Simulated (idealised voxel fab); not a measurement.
The name of this process module is voxel tone inversion.
In the cross-section labelled cut, the width is 290 nm and each square cell is 5 nm.
How to read a cross-section here: the picture is a grid of square cells, written as bands going from the top down, and any band can span one or more rows of cells. Basically the band line says how high the top is and how high the bottom is, in nm, and then what's in it from left to right, every material with its width in nm. Empty space shows up as "empty", and if a single material carries "edge to edge" it runs the full band edge to edge. Where do heights start? At 0: under that level the wafer as delivered is made of one material only. And the lowest band has no floor; it just carries on downward, as in "from 0 down". The notation "30..40" denotes a width that varies across the rows of cells in the band, beginning at the first number in the top row, finishing at the second number in the bottom row, and changing by an identical amount from each row to the next. "everything unchanged" for a step: no cell of the cross-section changed in that step. Reported under the label "Cavities, closed" are the empty spaces having no open way to the top and comprising 8 cells or more; the notation for each is width x height at distance, in which the distance is measured from the left edge and all three values are in nm. Past the settings on a step's line: simulator remark, on that step. overlay nm, on a step with a mask: how far to the right of its planned place the mask lay; to the left if negative.
## The following list gives the planned process steps
1,RECEIVE [material Si]
2,CONFORMAL_DEP [material SiCN] [thk nm 5]
3,DIRECTIONAL_DEP [material polySi] [thk nm 15]
4,PATTERN [tone cover] [mask id POSTS] [material resist] [width nm 20] [pitch nm 45] [thk nm 25] [overlay nm -15]
5,DIRECTIONAL_ETCH [etch materials polySi] [depth nm 15]
6,STRIP [etch materials resist]
7,FILL_DEP [material SiO2] [thk nm 10]
8,CMP [height nm 20]
9,STRIP [etch materials polySi]
Wafer-to-wafer difference: overlay nm, step 4. Common start. Plan = first wafer's value.
## Here's the first of the wafers in cross-section, just as we got it, i.e. after step 1
	from 0 down  Si edge to edge
	Cavities, closed: none
## Quick key for the table: a row per wafer, taken at the end of the module. For each material it tells you how many cells the wafer gained (+) or lost (-) since it came in, and the closed voids come after
overlay nm -15; +58 SiCN; +150 SiO2; Cavities, closed: none
overlay nm -10; +58 SiCN; +150 SiO2; Cavities, closed: none
overlay nm -5; +58 SiCN; +150 SiO2; Cavities, closed: none
overlay nm 0; +58 SiCN; +150 SiO2; Cavities, closed: none
overlay nm 5; +58 SiCN; +150 SiO2; Cavities, closed: none
overlay nm 10; +58 SiCN; +150 SiO2; Cavities, closed: none
overlay nm 15; +58 SiCN; +150 SiO2; Cavities, closed: none
